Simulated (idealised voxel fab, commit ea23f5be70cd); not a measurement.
This is a process module. Its name is voxel self aligned contacts.
Square cells of 5 nm make up the cross-section cut, whose width is 205 nm.
Cross-section format: a grid of square cells, given as bands from top to bottom; each band is one or more rows of cells. Top, bottom (nm), then materials left to right with widths (nm); lone material tagged "throughout" fills the whole band edge to edge; "empty" = empty space. Note: height 0 marks the level under which the wafer is uniformly one material as received. Lowest band unbounded below, written "0 nm and below". Width: "30->40" (first number = top row, second number = bottom row, same change from row to row of cells). Key: "left unchanged" - step with no changed cell in the cross-section. Closed-off voids of 8+ cells (no open route to the top) go in "Encapsulated voids", written width x height at distance from the left edge, in nm. Past the settings on a step's line: simulator remark, on that step. "overlay nm" on a masked step: distance the mask lay right of its planned place, negative for left.

The planned process steps are enumerated hereunder
- 1: RECEIVE,material Si
- 2: OXIDIZE,depth nm 5
- 3: DIRECTIONAL_DEP,material polySi,thk nm 20
- 4: DIRECTIONAL_DEP,material SiN,thk nm 15
- 5: DIRECTIONAL_DEP,material aC,thk nm 10
- 6: PATTERN,tone cover,mask id GATE,material resist,width nm 30,pitch nm 55,thk nm 25,overlay nm -15
- 7: DIRECTIONAL_ETCH,etch materials aC,depth nm 10
- 8: STRIP,etch materials resist
- 9: DIRECTIONAL_ETCH,etch materials SiN,depth nm 15
- 10: DIRECTIONAL_ETCH,etch materials polySi,depth nm 20
- 11: STRIP,etch materials aC
- 12: CONFORMAL_DEP,material SiN,thk nm 5
- 13: DIRECTIONAL_ETCH,etch materials SiN,depth nm 5
- 14: FILL_DEP,material SiO2,thk nm 15
- 15: CMP,height nm 40
- 16: DIRECTIONAL_DEP,material aC,thk nm 10
- 17: PATTERN,tone open,mask id CONTACT,material resist,width nm 35,pitch nm 55,thk nm 30,overlay nm 0
- 18: DIRECTIONAL_ETCH,etch materials aC,depth nm 10
- 19: STRIP,etch materials resist
- 20: DIRECTIONAL_ETCH,etch materials SiO2,depth nm 45
- 21: STRIP,etch materials aC
- 22: CONFORMAL_DEP,material TiN,thk nm 5
- 23: FILL_DEP,material Ru,thk nm 10
- 24: CMP,height nm 40
- 25: CONFORMAL_DEP,material SiN,thk nm 5
The wafers are alike at the start. At step 6, their overlay nm differs. The plan lists the first wafer's value.

Here's the first of the wafers in cross-section, just as we got it, i.e. after step 1
0 nm and below: Si throughout
Encapsulated voids: none

Wafer cross-section (first of several) - module end, post step 25 (last step)
45 nm to 40 nm: SiN throughout
40 nm to 35 nm: 55 of SiO2  35 of TiN  20 of SiO2  35 of TiN  60 of SiO2
35 nm to 20 nm: 10 of SiO2  40 of SiN  5 of SiO2  10 of TiN  40 of SiN  5 of SiO2  10 of TiN  40 of SiN  45 of SiO2
20 nm to 0 nm: 10 of SiO2  5 of SiN  30 of polySi  5 of SiN  5 of SiO2  10 of TiN  5 of SiN  30 of polySi  5 of SiN  5 of SiO2  10 of TiN  5 of SiN  30 of polySi  5 of SiN  45 of SiO2
0 nm to -5 nm: 55 of SiO2  10 of TiN  45 of SiO2  10 of TiN  85 of SiO2
-5 nm and below: Si throughout
Encapsulated voids: none

The module's end: a cross-section of the last wafer
45 nm to 40 nm: SiN throughout
40 nm to 35 nm: 55 of SiO2  35 of TiN  20 of SiO2  35 of TiN  60 of SiO2
35 nm to 20 nm: 40 of SiO2  40 of SiN  10 of TiN  5 of SiO2  40 of SiN  10 of TiN  5 of SiO2  40 of SiN  15 of SiO2
20 nm to 0 nm: 40 of SiO2  5 of SiN  30 of polySi  5 of SiN  10 of TiN  5 of SiO2  5 of SiN  30 of polySi  5 of SiN  10 of TiN  5 of SiO2  5 of SiN  30 of polySi  5 of SiN  15 of SiO2
0 nm to -5 nm: 80 of SiO2  10 of TiN  45 of SiO2  10 of TiN  60 of SiO2
-5 nm and below: Si throughout
Encapsulated voids: none

So in this table every wafer gets its own row, and what you see is where it stands at the end of the module: for each material, how many cells it picked up (+) or gave up (-) since we received it, and after that its closed voids
overlay nm -15; -41 Si; +137 SiN; +155 SiO2; +46 TiN; +72 polySi; Encapsulated voids: none
overlay nm -10; +16 Ru; -41 Si; +137 SiN; +139 SiO2; +46 TiN; +72 polySi; Encapsulated voids: none
overlay nm -5; +16 Ru; -41 Si; +137 SiN; +139 SiO2; +46 TiN; +72 polySi; Encapsulated voids: none
overlay nm 0; +16 Ru; -41 Si; +137 SiN; +139 SiO2; +46 TiN; +72 polySi; Encapsulated voids: none
overlay nm 5; +16 Ru; -41 Si; +137 SiN; +139 SiO2; +46 TiN; +72 polySi; Encapsulated voids: none
overlay nm 10; +16 Ru; -41 Si; +137 SiN; +139 SiO2; +46 TiN; +72 polySi; Encapsulated voids: none
overlay nm 15; -41 Si; +137 SiN; +155 SiO2; +46 TiN; +72 polySi; Encapsulated voids: none
